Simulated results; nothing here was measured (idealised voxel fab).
Process module name: voxel transistor to metal
Cross-sectional view cut (width: 185 nm; square cell size: 5 nm).
Each cross-section below is a grid of square cells, stated as bands in top-down order, with one or more rows of cells making up each band.
This entry defines a band. It first specifies the height of the band's top and the height of its bottom in nm, and then specifies the band's materials from left to right, stating each material with its width in nm. The word "everywhere" identifies a single material that fills the band from edge to edge, while the word "air" identifies empty space.
Beneath 0, the wafer as received is one material, and that level is where height counting begins. The lowest band goes on downward without a bottom; it is written like "z 0 and below".
With a width like "30..40", each row of cells in the band differs from the next by the same amount, the top row carrying the first number and the bottom row the second.
For the purposes of this document, the phrase "no alterations made" attached to a step denotes that no cell within the cross-section was modified by that step.
Heads up: "Closed internal cavities" only lists the empty pockets with no open path to the top that are 8 cells or more, and it writes them as width x height at distance, distance from the left edge, in nm.
Where a step's line continues beyond its settings, the continuation is a remark by the simulator itself on that step.
A step's line can hold "overlay nm"; with a mask on that step, the setting says how far right of the planned place the mask lay, while a negative setting says it lay to the left.

### plan
1. RECEIVE, material Si
2. CONFORMAL_DEP, material SiO2, thk nm 5
3. CONFORMAL_DEP, material SiN, thk nm 10
4. DIRECTIONAL_DEP, material aC, thk nm 10
5. PATTERN, tone cover, mask id ACTIVE, material resist, width nm 95, thk nm 30, overlay nm 0
6. DIRECTIONAL_ETCH, etch materials aC, depth nm 10
7. STRIP, etch materials resist
8. DIRECTIONAL_ETCH, etch materials SiN, depth nm 10
9. DIRECTIONAL_ETCH, etch materials SiO2, depth nm 5
10. DIRECTIONAL_ETCH, etch materials Si, depth nm 25
11. STRIP, etch materials aC
12. FILL_DEP, material SiO2, thk nm 15
13. CMP, height nm 15
14. SELECTIVE_ETCH, etch materials SiO2, depth nm 5
15. STRIP, etch materials SiN
16. SELECTIVE_ETCH, etch materials SiO2, depth nm 5
17. OXIDIZE, depth nm 5
18. DIRECTIONAL_DEP, material polySi, thk nm 25
19. DIRECTIONAL_DEP, material SiCN, thk nm 15
20. MASKED_ETCH, tone cover, mask id GATE, width nm 25, etch materials SiCN, depth nm 25, overlay nm 0
21. MASKED_ETCH, tone cover, mask id GATE, width nm 25, etch materials polySi, depth nm 35, overlay nm 0
22. CONFORMAL_DEP, material SiN, thk nm 5
23. DIRECTIONAL_ETCH, etch materials SiN, depth nm 5
24. DIRECTIONAL_ETCH, etch materials SiO2, depth nm 5
25. EPI, material SiGe, thk nm 5
26. FILL_DEP, material SiO2, thk nm 10
27. CMP, height nm 25
28. STRIP, etch materials polySi
29. SELECTIVE_ETCH, etch materials SiO2, depth nm 5
30. CONFORMAL_DEP, material HfO2, thk nm 5
31. CONFORMAL_DEP, material TiN, thk nm 5
32. FILL_DEP, material W, thk nm 10
33. CMP, height nm 20
34. DIRECTIONAL_DEP, material SiO2, thk nm 15
35. MASKED_ETCH, tone open, mask id CONTACT, width nm 15, pitch nm 70, etch materials SiO2, depth nm 35, overlay nm 0
36. CONFORMAL_DEP, material TiN, thk nm 5
37. FILL_DEP, material Ru, thk nm 5
38. CMP, height nm 35
39. DIRECTIONAL_DEP, material TiN, thk nm 5
40. DIRECTIONAL_DEP, material Ru, thk nm 15
41. MASKED_ETCH, tone cover, mask id METAL_1, width nm 15, pitch nm 70, etch materials Ru, depth nm 15, overlay nm 0
42. MASKED_ETCH, tone cover, mask id METAL_1, width nm 15, pitch nm 70, etch materials TiN, depth nm 5, overlay nm 0
43. CONFORMAL_DEP, material SiCN, thk nm 5
44. FILL_DEP, material lowk, thk nm 5
45. CMP, height nm 55
46. CONFORMAL_DEP, material SiCN, thk nm 5
47. DIRECTIONAL_DEP, material lowk, thk nm 25
48. DIRECTIONAL_DEP, material aC, thk nm 10
49. PATTERN, tone open, mask id METAL_2, material resist, width nm 15, pitch nm 70, thk nm 30, overlay nm 0
50. DIRECTIONAL_ETCH, etch materials aC, depth nm 10
51. STRIP, etch materials resist
52. DIRECTIONAL_ETCH, etch materials lowk, depth nm 15
53. STRIP, etch materials aC
54. MASKED_ETCH, tone open, mask id METAL_2_HOLES, width nm 15, pitch nm 70, etch materials lowk, depth nm 10, overlay nm 0
55. MASKED_ETCH, tone open, mask id METAL_2_HOLES, width nm 15, pitch nm 70, etch materials SiCN, depth nm 5, overlay nm 0
56. CONFORMAL_DEP, material TiN, thk nm 5
57. FILL_DEP, material Cu, thk nm 5
58. CMP, height nm 85
59. CONFORMAL_DEP, material SiCN, thk nm 5

### What follows covers the first of two wafers; it ran as planned

### Step 1 complete: cross-section of the wafer as received
- z 0 and below | Si everywhere
- Closed internal cavities: none

### Cross-section through the wafer, step 2 finished
- z 5 to 0 | SiO2 everywhere
- Under the height 0 nothing was changed.

### Cross-section through the wafer, step 3 finished
- z 15 to 5 | SiN everywhere
- Under the height 5 nothing was changed.

### Cross-section through the wafer, step 4 finished
- z 25 to 15 | aC everywhere
- Under the height 15 nothing was changed.

### Cross-section through the wafer, step 5 finished
- z 55 to 25 | air 45 | resist 95 | air 45
- Under the height 25 nothing was changed.

### Cross-section through the wafer, step 6 finished
- z 45 to 25 | air 45 | resist 95 | air 45
- z 25 to 15 | air 45 | aC 95 | air 45
- Under the height 15 nothing was changed.

### Cross-section through the wafer, step 7 finished
- z 25 to 15 | air 45 | aC 95 | air 45
- Under the height 15 nothing was changed.

### Cross-section through the wafer, step 8 finished
- z 25 to 15 | air 45 | aC 95 | air 45
- z 15 to 5 | air 45 | SiN 95 | air 45
- Under the height 5 nothing was changed.

### Cross-section through the wafer, step 9 finished
- z 25 to 15 | air 45 | aC 95 | air 45
- z 15 to 5 | air 45 | SiN 95 | air 45
- z 5 to 0 | air 45 | SiO2 95 | air 45
- Under the height 0 nothing was changed.

### Cross-section through the wafer, step 10 finished
- z 25 to 15 | air 45 | aC 95 | air 45
- z 15 to 5 | air 45 | SiN 95 | air 45
- z 5 to 0 | air 45 | SiO2 95 | air 45
- z 0 to -25 | air 45 | Si 95 | air 45
- Under the height -25 nothing was changed.

### Cross-section through the wafer, step 11 finished
- z 15 to 5 | air 45 | SiN 95 | air 45
- Under the height 5 nothing was changed.

### Cross-section through the wafer, step 12 finished
- z 30 to 15 | SiO2 everywhere
- z 15 to 5 | SiO2 45 | SiN 95 | SiO2 45
- z 5 to 0 | SiO2 everywhere
- z 0 to -25 | SiO2 45 | Si 95 | SiO2 45
- Under the height -25 nothing was changed.

### Cross-section through the wafer, step 13 finished
- z 15 to 5 | SiO2 45 | SiN 95 | SiO2 45
- Under the height 5 nothing was changed.

### Cross-section through the wafer, step 14 finished
- z 15 to 10 | air 45 | SiN 95 | air 45
- Under the height 10 nothing was changed.

### Cross-section through the wafer, step 15 finished
- z 10 to 5 | SiO2 45 | air 95 | SiO2 45
- Under the height 5 nothing was changed.

### Cross-section through the wafer, step 16 finished
- z 5 to 0 | SiO2 40 | air 105 | SiO2 40
- Under the height 0 nothing was changed.

### Cross-section through the wafer, step 17 finished
- z 5 to 0 | SiO2 40 | air 105 | SiO2 40
- z 0 to -5 | SiO2 everywhere
- Under the height -5 nothing was changed.

### Cross-section through the wafer, step 18 finished
- z 30 to 25 | polySi 40 | air 105 | polySi 40
- z 25 to 5 | polySi everywhere
- z 5 to 0 | SiO2 40 | polySi 105 | SiO2 40
- Under the height 0 nothing was changed.

### Cross-section through the wafer, step 19 finished
- z 45 to 40 | SiCN 40 | air 105 | SiCN 40
- z 40 to 30 | SiCN everywhere
- z 30 to 25 | polySi 40 | SiCN 105 | polySi 40
- Under the height 25 nothing was changed.

### Cross-section through the wafer, step 20 finished
- z 40 to 30 | air 80 | SiCN 25 | air 80
- z 30 to 25 | polySi 40 | air 40 | SiCN 25 | air 40 | polySi 40
- Under the height 25 nothing was changed.

### Cross-section through the wafer, step 21 finished
- z 40 to 25 | air 80 | SiCN 25 | air 80
- z 25 to 5 | air 80 | polySi 25 | air 80
- z 5 to 0 | SiO2 40 | air 40 | polySi 25 | air 40 | SiO2 40
- Under the height 0 nothing was changed.

### Cross-section through the wafer, step 22 finished
- z 45 to 40 | air 75 | SiN 35 | air 75
- z 40 to 25 | air 75 | SiN 5 | SiCN 25 | SiN 5 | air 75
- z 25 to 10 | air 75 | SiN 5 | polySi 25 | SiN 5 | air 75
- z 10 to 5 | SiN 45 | air 30 | SiN 5 | polySi 25 | SiN 5 | air 30 | SiN 45
- z 5 to 0 | SiO2 40 | SiN 40 | polySi 25 | SiN 40 | SiO2 40
- Under the height 0 nothing was changed.

### Cross-section through the wafer, step 23 finished
- z 40 to 25 | air 75 | SiN 5 | SiCN 25 | SiN 5 | air 75
- z 25 to 5 | air 75 | SiN 5 | polySi 25 | SiN 5 | air 75
- z 5 to 0 | SiO2 40 | SiN 5 | air 30 | SiN 5 | polySi 25 | SiN 5 | air 30 | SiN 5 | SiO2 40
- Under the height 0 nothing was changed.

### Cross-section through the wafer, step 24 finished
- z 40 to 25 | air 75 | SiN 5 | SiCN 25 | SiN 5 | air 75
- z 25 to 5 | air 75 | SiN 5 | polySi 25 | SiN 5 | air 75
- z 5 to 0 | air 40 | SiN 5 | air 30 | SiN 5 | polySi 25 | SiN 5 | air 30 | SiN 5 | air 40
- z 0 to -5 | SiO2 45 | air 30 | SiO2 35 | air 30 | SiO2 45
- Under the height -5 nothing was changed.

### Cross-section through the wafer, step 25 finished
- z 40 to 25 | air 75 | SiN 5 | SiCN 25 | SiN 5 | air 75
- z 25 to 5 | air 75 | SiN 5 | polySi 25 | SiN 5 | air 75
- z 5 to 0 | air 40 | SiN 5 | air 30 | SiN 5 | polySi 25 | SiN 5 | air 30 | SiN 5 | air 40
- z 0 to -5 | SiO2 45 | SiGe 30 | SiO2 35 | SiGe 30 | SiO2 45
- Under the height -5 nothing was changed.

### Cross-section through the wafer, step 26 finished
- z 50 to 40 | SiO2 everywhere
- z 40 to 25 | SiO2 75 | SiN 5 | SiCN 25 | SiN 5 | SiO2 75
- z 25 to 5 | SiO2 75 | SiN 5 | polySi 25 | SiN 5 | SiO2 75
- z 5 to 0 | SiO2 40 | SiN 5 | SiO2 30 | SiN 5 | polySi 25 | SiN 5 | SiO2 30 | SiN 5 | SiO2 40
- Under the height 0 nothing was changed.

### Cross-section through the wafer, step 27 finished
- z 25 to 5 | SiO2 75 | SiN 5 | polySi 25 | SiN 5 | SiO2 75
- Under the height 5 nothing was changed.

### Cross-section through the wafer, step 28 finished
- z 25 to 5 | SiO2 75 | SiN 5 | air 25 | SiN 5 | SiO2 75
- z 5 to 0 | SiO2 40 | SiN 5 | SiO2 30 | SiN 5 | air 25 | SiN 5 | SiO2 30 | SiN 5 | SiO2 40
- Under the height 0 nothing was changed.

### Cross-section through the wafer, step 29 finished
- z 25 to 20 | air 75 | SiN 5 | air 25 | SiN 5 | air 75
- z 20 to 5 | SiO2 75 | SiN 5 | air 25 | SiN 5 | SiO2 75
- z 5 to 0 | SiO2 40 | SiN 5 | SiO2 30 | SiN 5 | air 25 | SiN 5 | SiO2 30 | SiN 5 | SiO2 40
- z 0 to -5 | SiO2 45 | SiGe 30 | air 35 | SiGe 30 | SiO2 45
- Under the height -5 nothing was changed.

### Cross-section through the wafer, step 30 finished
- z 30 to 25 | air 70 | HfO2 15 | air 15 | HfO2 15 | air 70
- z 25 to 20 | HfO2 75 | SiN 5 | HfO2 5 | air 15 | HfO2 5 | SiN 5 | HfO2 75
- z 20 to 5 | SiO2 75 | SiN 5 | HfO2 5 | air 15 | HfO2 5 | SiN 5 | SiO2 75
- z 5 to 0 | SiO2 40 | SiN 5 | SiO2 30 | SiN 5 | HfO2 5 | air 15 | HfO2 5 | SiN 5 | SiO2 30 | SiN 5 | SiO2 40
- z 0 to -5 | SiO2 45 | SiGe 30 | HfO2 35 | SiGe 30 | SiO2 45
- Under the height -5 nothing was changed.

### Cross-section through the wafer, step 31 finished
- z 35 to 30 | air 65 | TiN 25 | air 5 | TiN 25 | air 65
- z 30 to 25 | TiN 70 | HfO2 15 | TiN 5 | air 5 | TiN 5 | HfO2 15 | TiN 70
- z 25 to 20 | HfO2 75 | SiN 5 | HfO2 5 | TiN 5 | air 5 | TiN 5 | HfO2 5 | SiN 5 | HfO2 75
- z 20 to 5 | SiO2 75 | SiN 5 | HfO2 5 | TiN 5 | air 5 | TiN 5 | HfO2 5 | SiN 5 | SiO2 75
- z 5 to 0 | SiO2 40 | SiN 5 | SiO2 30 | SiN 5 | HfO2 5 | TiN 15 | HfO2 5 | SiN 5 | SiO2 30 | SiN 5 | SiO2 40
- Under the height 0 nothing was changed.

### Cross-section through the wafer, step 32 finished
- z 45 to 35 | W everywhere
- z 35 to 30 | W 65 | TiN 25 | W 5 | TiN 25 | W 65
- z 30 to 25 | TiN 70 | HfO2 15 | TiN 5 | W 5 | TiN 5 | HfO2 15 | TiN 70
- z 25 to 20 | HfO2 75 | SiN 5 | HfO2 5 | TiN 5 | W 5 | TiN 5 | HfO2 5 | SiN 5 | HfO2 75
- z 20 to 5 | SiO2 75 | SiN 5 | HfO2 5 | TiN 5 | W 5 | TiN 5 | HfO2 5 | SiN 5 | SiO2 75
- Under the height 5 nothing was changed.

### Cross-section through the wafer, step 33 finished
- z 20 to 5 | SiO2 75 | SiN 5 | HfO2 5 | TiN 5 | W 5 | TiN 5 | HfO2 5 | SiN 5 | SiO2 75
- Under the height 5 nothing was changed.

### Cross-section through the wafer, step 34 finished
- z 35 to 20 | SiO2 everywhere
- Under the height 20 nothing was changed.

### Cross-section through the wafer, step 35 finished
- z 35 to 20 | SiO2 50 | air 15 | SiO2 55 | air 15 | SiO2 50
- z 20 to 5 | SiO2 50 | air 15 | SiO2 10 | SiN 5 | HfO2 5 | TiN 5 | W 5 | TiN 5 | HfO2 5 | SiN 5 | SiO2 10 | air 15 | SiO2 50
- z 5 to 0 | SiO2 40 | SiN 5 | SiO2 5 | air 15 | SiO2 10 | SiN 5 | HfO2 5 | TiN 15 | HfO2 5 | SiN 5 | SiO2 10 | air 15 | SiO2 5 | SiN 5 | SiO2 40
- Under the height 0 nothing was changed.

### Cross-section through the wafer, step 36 finished
- z 40 to 35 | TiN 55 | air 5 | TiN 65 | air 5 | TiN 55
- z 35 to 20 | SiO2 50 | TiN 5 | air 5 | TiN 5 | SiO2 55 | TiN 5 | air 5 | TiN 5 | SiO2 50
- z 20 to 5 | SiO2 50 | TiN 5 | air 5 | TiN 5 | SiO2 10 | SiN 5 | HfO2 5 | TiN 5 | W 5 | TiN 5 | HfO2 5 | SiN 5 | SiO2 10 | TiN 5 | air 5 | TiN 5 | SiO2 50
- z 5 to 0 | SiO2 40 | SiN 5 | SiO2 5 | TiN 15 | SiO2 10 | SiN 5 | HfO2 5 | TiN 15 | HfO2 5 | SiN 5 | SiO2 10 | TiN 15 | SiO2 5 | SiN 5 | SiO2 40
- Under the height 0 nothing was changed.

### Cross-section through the wafer, step 37 finished
- z 45 to 40 | Ru everywhere
- z 40 to 35 | TiN 55 | Ru 5 | TiN 65 | Ru 5 | TiN 55
- z 35 to 20 | SiO2 50 | TiN 5 | Ru 5 | TiN 5 | SiO2 55 | TiN 5 | Ru 5 | TiN 5 | SiO2 50
- z 20 to 5 | SiO2 50 | TiN 5 | Ru 5 | TiN 5 | SiO2 10 | SiN 5 | HfO2 5 | TiN 5 | W 5 | TiN 5 | HfO2 5 | SiN 5 | SiO2 10 | TiN 5 | Ru 5 | TiN 5 | SiO2 50
- Under the height 5 nothing was changed.

### Cross-section through the wafer, step 38 finished
- z 35 to 20 | SiO2 50 | TiN 5 | Ru 5 | TiN 5 | SiO2 55 | TiN 5 | Ru 5 | TiN 5 | SiO2 50
- Under the height 20 nothing was changed.

### Cross-section through the wafer, step 39 finished
- z 40 to 35 | TiN everywhere
- Under the height 35 nothing was changed.

### Cross-section through the wafer, step 40 finished
- z 55 to 40 | Ru everywhere
- Under the height 40 nothing was changed.

### Cross-section through the wafer, step 41 finished
- z 55 to 40 | air 50 | Ru 15 | air 55 | Ru 15 | air 50
- Under the height 40 nothing was changed.

### Cross-section through the wafer, step 42 finished
- z 55 to 40 | air 50 | Ru 15 | air 55 | Ru 15 | air 50
- z 40 to 35 | air 50 | TiN 15 | air 55 | TiN 15 | air 50
- Under the height 35 nothing was changed.

### Cross-section through the wafer, step 43 finished
- z 60 to 55 | air 45 | SiCN 25 | air 45 | SiCN 25 | air 45
- z 55 to 40 | air 45 | SiCN 5 | Ru 15 | SiCN 5 | air 45 | SiCN 5 | Ru 15 | SiCN 5 | air 45
- z 40 to 35 | SiCN 50 | TiN 15 | SiCN 55 | TiN 15 | SiCN 50
- Under the height 35 nothing was changed.

### Cross-section through the wafer, step 44 finished
- z 65 to 60 | lowk everywhere
- z 60 to 55 | lowk 45 | SiCN 25 | lowk 45 | SiCN 25 | lowk 45
- z 55 to 40 | lowk 45 | SiCN 5 | Ru 15 | SiCN 5 | lowk 45 | SiCN 5 | Ru 15 | SiCN 5 | lowk 45
- Under the height 40 nothing was changed.

### Cross-section through the wafer, step 45 finished
- z 55 to 40 | lowk 45 | SiCN 5 | Ru 15 | SiCN 5 | lowk 45 | SiCN 5 | Ru 15 | SiCN 5 | lowk 45
- Under the height 40 nothing was changed.

### Cross-section through the wafer, step 46 finished
- z 60 to 55 | SiCN everywhere
- Under the height 55 nothing was changed.

### Cross-section through the wafer, step 47 finished
- z 85 to 60 | lowk everywhere
- Under the height 60 nothing was changed.

### Cross-section through the wafer, step 48 finished
- z 95 to 85 | aC everywhere
- Under the height 85 nothing was changed.

### Cross-section through the wafer, step 49 finished
- z 125 to 95 | resist 50 | air 15 | resist 55 | air 15 | resist 50
- Under the height 95 nothing was changed.

### Cross-section through the wafer, step 50 finished
- z 115 to 95 | resist 50 | air 15 | resist 55 | air 15 | resist 50
- z 95 to 85 | aC 50 | air 15 | aC 55 | air 15 | aC 50
- Under the height 85 nothing was changed.

### Cross-section through the wafer, step 51 finished
- z 95 to 85 | aC 50 | air 15 | aC 55 | air 15 | aC 50
- Under the height 85 nothing was changed.

### Cross-section through the wafer, step 52 finished
- z 95 to 85 | aC 50 | air 15 | aC 55 | air 15 | aC 50
- z 85 to 70 | lowk 50 | air 15 | lowk 55 | air 15 | lowk 50
- Under the height 70 nothing was changed.

### Cross-section through the wafer, step 53 finished
- z 85 to 70 | lowk 50 | air 15 | lowk 55 | air 15 | lowk 50
- Under the height 70 nothing was changed.

### Cross-section through the wafer, step 54 finished
- z 85 to 60 | lowk 50 | air 15 | lowk 55 | air 15 | lowk 50
- Under the height 60 nothing was changed.

### Cross-section through the wafer, step 55 finished
- z 85 to 60 | lowk 50 | air 15 | lowk 55 | air 15 | lowk 50
- z 60 to 55 | SiCN 50 | air 15 | SiCN 55 | air 15 | SiCN 50
- Under the height 55 nothing was changed.

### Cross-section through the wafer, step 56 finished
- z 90 to 85 | TiN 55 | air 5 | TiN 65 | air 5 | TiN 55
- z 85 to 60 | lowk 50 | TiN 5 | air 5 | TiN 5 | lowk 55 | TiN 5 | air 5 | TiN 5 | lowk 50
- z 60 to 55 | SiCN 50 | TiN 15 | SiCN 55 | TiN 15 | SiCN 50
- Under the height 55 nothing was changed.

### Cross-section through the wafer, step 57 finished
- z 95 to 90 | Cu everywhere
- z 90 to 85 | TiN 55 | Cu 5 | TiN 65 | Cu 5 | TiN 55
- z 85 to 60 | lowk 50 | TiN 5 | Cu 5 | TiN 5 | lowk 55 | TiN 5 | Cu 5 | TiN 5 | lowk 50
- Under the height 60 nothing was changed.

### Cross-section through the wafer, step 58 finished
- z 85 to 60 | lowk 50 | TiN 5 | Cu 5 | TiN 5 | lowk 55 | TiN 5 | Cu 5 | TiN 5 | lowk 50
- Under the height 60 nothing was changed.

### Cross-section through the wafer, step 59 finished
- z 90 to 85 | SiCN everywhere
- Under the height 85 nothing was changed.

### Wafer two. Identical start, identical plan. One mistake in execution. Identical history through step 41

### Cross-section of the second wafer at the time step 42 of the plan should have ended
- z 55 to 40 | air 50 | Ru 15 | air 55 | Ru 15 | air 50
- z 40 to 35 | air 45 | TiN 20 | air 50 | TiN 20 | air 50
- Under the height 35 nothing was changed.

### Cross-section of the second wafer at the time step 43 of the plan should have ended
- z 60 to 55 | air 45 | SiCN 25 | air 45 | SiCN 25 | air 45
- z 55 to 45 | air 45 | SiCN 5 | Ru 15 | SiCN 5 | air 45 | SiCN 5 | Ru 15 | SiCN 5 | air 45
- z 45 to 40 | air 40 | SiCN 10 | Ru 15 | SiCN 5 | air 40 | SiCN 10 | Ru 15 | SiCN 5 | air 45
- z 40 to 35 | SiCN 45 | TiN 20 | SiCN 50 | TiN 20 | SiCN 50
- Under the height 35 nothing was changed.

### Cross-section of the second wafer at the time step 44 of the plan should have ended
- z 65 to 60 | lowk everywhere
- z 60 to 55 | lowk 45 | SiCN 25 | lowk 45 | SiCN 25 | lowk 45
- z 55 to 45 | lowk 45 | SiCN 5 | Ru 15 | SiCN 5 | lowk 45 | SiCN 5 | Ru 15 | SiCN 5 | lowk 45
- z 45 to 40 | lowk 40 | SiCN 10 | Ru 15 | SiCN 5 | lowk 40 | SiCN 10 | Ru 15 | SiCN 5 | lowk 45
- Under the height 40 nothing was changed.

### Cross-section of the second wafer at the time step 45 of the plan should have ended
- z 55 to 45 | lowk 45 | SiCN 5 | Ru 15 | SiCN 5 | lowk 45 | SiCN 5 | Ru 15 | SiCN 5 | lowk 45
- Under the height 45 nothing was changed.

### Cross-section of the second wafer at the time step 46 of the plan should have ended
- z 60 to 55 | SiCN everywhere
- Under the height 55 nothing was changed.

### Cross-section of the second wafer at the time step 47 of the plan should have ended
- z 85 to 60 | lowk everywhere
- Under the height 60 nothing was changed.

### Cross-section of the second wafer at the time step 48 of the plan should have ended
- z 95 to 85 | aC everywhere
- Under the height 85 nothing was changed.

### Cross-section of the second wafer at the time step 49 of the plan should have ended
- z 125 to 95 | resist 50 | air 15 | resist 55 | air 15 | resist 50
- Under the height 95 nothing was changed.

### Cross-section of the second wafer at the time step 50 of the plan should have ended
- z 115 to 95 | resist 50 | air 15 | resist 55 | air 15 | resist 50
- z 95 to 85 | aC 50 | air 15 | aC 55 | air 15 | aC 50
- Under the height 85 nothing was changed.

### Cross-section of the second wafer at the time step 51 of the plan should have ended
- z 95 to 85 | aC 50 | air 15 | aC 55 | air 15 | aC 50
- Under the height 85 nothing was changed.

### Cross-section of the second wafer at the time step 52 of the plan should have ended
- z 95 to 85 | aC 50 | air 15 | aC 55 | air 15 | aC 50
- z 85 to 70 | lowk 50 | air 15 | lowk 55 | air 15 | lowk 50
- Under the height 70 nothing was changed.

### Cross-section of the second wafer at the time step 53 of the plan should have ended
- z 85 to 70 | lowk 50 | air 15 | lowk 55 | air 15 | lowk 50
- Under the height 70 nothing was changed.

### Cross-section of the second wafer at the time step 54 of the plan should have ended
- z 85 to 60 | lowk 50 | air 15 | lowk 55 | air 15 | lowk 50
- Under the height 60 nothing was changed.

### Cross-section of the second wafer at the time step 55 of the plan should have ended
- z 85 to 60 | lowk 50 | air 15 | lowk 55 | air 15 | lowk 50
- z 60 to 55 | SiCN 50 | air 15 | SiCN 55 | air 15 | SiCN 50
- Under the height 55 nothing was changed.

### Cross-section of the second wafer at the time step 56 of the plan should have ended
- z 90 to 85 | TiN 55 | air 5 | TiN 65 | air 5 | TiN 55
- z 85 to 60 | lowk 50 | TiN 5 | air 5 | TiN 5 | lowk 55 | TiN 5 | air 5 | TiN 5 | lowk 50
- z 60 to 55 | SiCN 50 | TiN 15 | SiCN 55 | TiN 15 | SiCN 50
- Under the height 55 nothing was changed.

### Cross-section of the second wafer at the time step 57 of the plan should have ended
- z 95 to 90 | Cu everywhere
- z 90 to 85 | TiN 55 | Cu 5 | TiN 65 | Cu 5 | TiN 55
- z 85 to 60 | lowk 50 | TiN 5 | Cu 5 | TiN 5 | lowk 55 | TiN 5 | Cu 5 | TiN 5 | lowk 50
- Under the height 60 nothing was changed.

### Cross-section of the second wafer at the time step 58 of the plan should have ended
- z 85 to 60 | lowk 50 | TiN 5 | Cu 5 | TiN 5 | lowk 55 | TiN 5 | Cu 5 | TiN 5 | lowk 50
- Under the height 60 nothing was changed.

### Cross-section of the second wafer at the time step 59 of the plan should have ended
- z 90 to 85 | SiCN everywhere
- Under the height 85 nothing was changed.
Finding, execution versus plan: step 42 deviated from plan and actually ran as MASKED_ETCH, tone cover, mask id METAL_1, width nm 15, pitch nm 70, etch materials TiN, depth nm 5, overlay nm -5
At the finish, the second wafer shows more or fewer cells for some materials than the first does: TiN +2 | lowk -2
